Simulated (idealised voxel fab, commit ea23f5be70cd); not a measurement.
process module | voxel spacer lines
cross-section cut | 160 nm wide | cells 5 nm
A cross-section is a grid of square cells, given in bands from the top down. A band is one or more rows of cells.
Each band's line starts with the height of the band's top and of its bottom, in nm. Then come its materials from left to right, each with its width in nm. One material with "throughout" fills the band from edge to edge. "air" is empty space.
Height 0 is the level under which the wafer as received is all one material. The lowest band goes on downwards, as in "0 down".
A width such as "30 to 40" changes by the same amount from each row of cells to the next, from the band's top row to its bottom row.
"no change" after a step means that no cell of the cross-section changed.
closed voids: empty space of 8 cells or more with no open way to the top, each as width x height at its distance from the left edge, in nm
after a step's settings: what the simulator itself notes on the step
overlay nm, on a step with a mask: how far to the right of its planned place the mask lay; to the left if negative
plan
1 op RECEIVE | material Si
2 op CONFORMAL_DEP | material Al2O3 | thk nm 5
3 op DIRECTIONAL_DEP | material TiN | thk nm 15
4 op DIRECTIONAL_DEP | material polySi | thk nm 20
5 op PATTERN | tone cover | mask id MANDREL | material resist | width nm 25 | pitch nm 80 | thk nm 30 | overlay nm 0
6 op DIRECTIONAL_ETCH | etch materials polySi | depth nm 20
7 op STRIP | etch materials resist
8 op CONFORMAL_DEP | material SiO2 | thk nm 15
9 op DIRECTIONAL_ETCH | etch materials SiO2 | depth nm 15
10 op STRIP | etch materials polySi
11 op DIRECTIONAL_ETCH | etch materials TiN | depth nm 15
12 op STRIP | etch materials SiO2
13 op FILL_DEP | material lowk | thk nm 10
14 op CMP | height nm 20
first wafer, as planned
as received, after step 1
  0 down: Si throughout
  closed voids: none
after step 2
  5 to 0: Al2O3 throughout
  below 0: unchanged
after step 3
  20 to 5: TiN throughout
  below 5: unchanged
after step 4
  40 to 20: polySi throughout
  below 20: unchanged
after step 5
  70 to 40: air 25 | resist 25 | air 55 | resist 25 | air 30
  below 40: unchanged
after step 6
  70 to 40: air 25 | resist 25 | air 55 | resist 25 | air 30
  40 to 20: air 25 | polySi 25 | air 55 | polySi 25 | air 30
  below 20: unchanged
after step 7
  40 to 20: air 25 | polySi 25 | air 55 | polySi 25 | air 30
  below 20: unchanged
after step 8
  55 to 40: air 10 | SiO2 55 | air 25 | SiO2 55 | air 15
  40 to 35: air 10 | SiO2 15 | polySi 25 | SiO2 15 | air 25 | SiO2 15 | polySi 25 | SiO2 15 | air 15
  35 to 20: SiO2 25 | polySi 25 | SiO2 55 | polySi 25 | SiO2 30
  below 20: unchanged
after step 9
  40 to 20: air 10 | SiO2 15 | polySi 25 | SiO2 15 | air 25 | SiO2 15 | polySi 25 | SiO2 15 | air 15
  below 20: unchanged
after step 10
  40 to 20: air 10 | SiO2 15 | air 25 | SiO2 15 | air 25 | SiO2 15 | air 25 | SiO2 15 | air 15
  below 20: unchanged
after step 11
  40 to 20: air 10 | SiO2 15 | air 25 | SiO2 15 | air 25 | SiO2 15 | air 25 | SiO2 15 | air 15
  20 to 5: air 10 | TiN 15 | air 25 | TiN 15 | air 25 | TiN 15 | air 25 | TiN 15 | air 15
  below 5: unchanged
after step 12
  20 to 5: air 10 | TiN 15 | air 25 | TiN 15 | air 25 | TiN 15 | air 25 | TiN 15 | air 15
  below 5: unchanged
after step 13
  30 to 20: lowk throughout
  20 to 5: lowk 10 | TiN 15 | lowk 25 | TiN 15 | lowk 25 | TiN 15 | lowk 25 | TiN 15 | lowk 15
  below 5: unchanged
after step 14
  20 to 5: lowk 10 | TiN 15 | lowk 25 | TiN 15 | lowk 25 | TiN 15 | lowk 25 | TiN 15 | lowk 15
  below 5: unchanged
second wafer: like start, like plan, one mistake. Through step 12 it matches the first wafer
when step 13 should have ended
  40 to 20: lowk throughout
  20 to 5: lowk 10 | TiN 15 | lowk 25 | TiN 15 | lowk 25 | TiN 15 | lowk 25 | TiN 15 | lowk 15
  below 5: unchanged
when step 14 should have ended
  20 to 5: lowk 10 | TiN 15 | lowk 25 | TiN 15 | lowk 25 | TiN 15 | lowk 25 | TiN 15 | lowk 15
  below 5: unchanged
what went wrong: step 13 was run twice
at the end the two cross-sections are the same: no effect in what this model computes
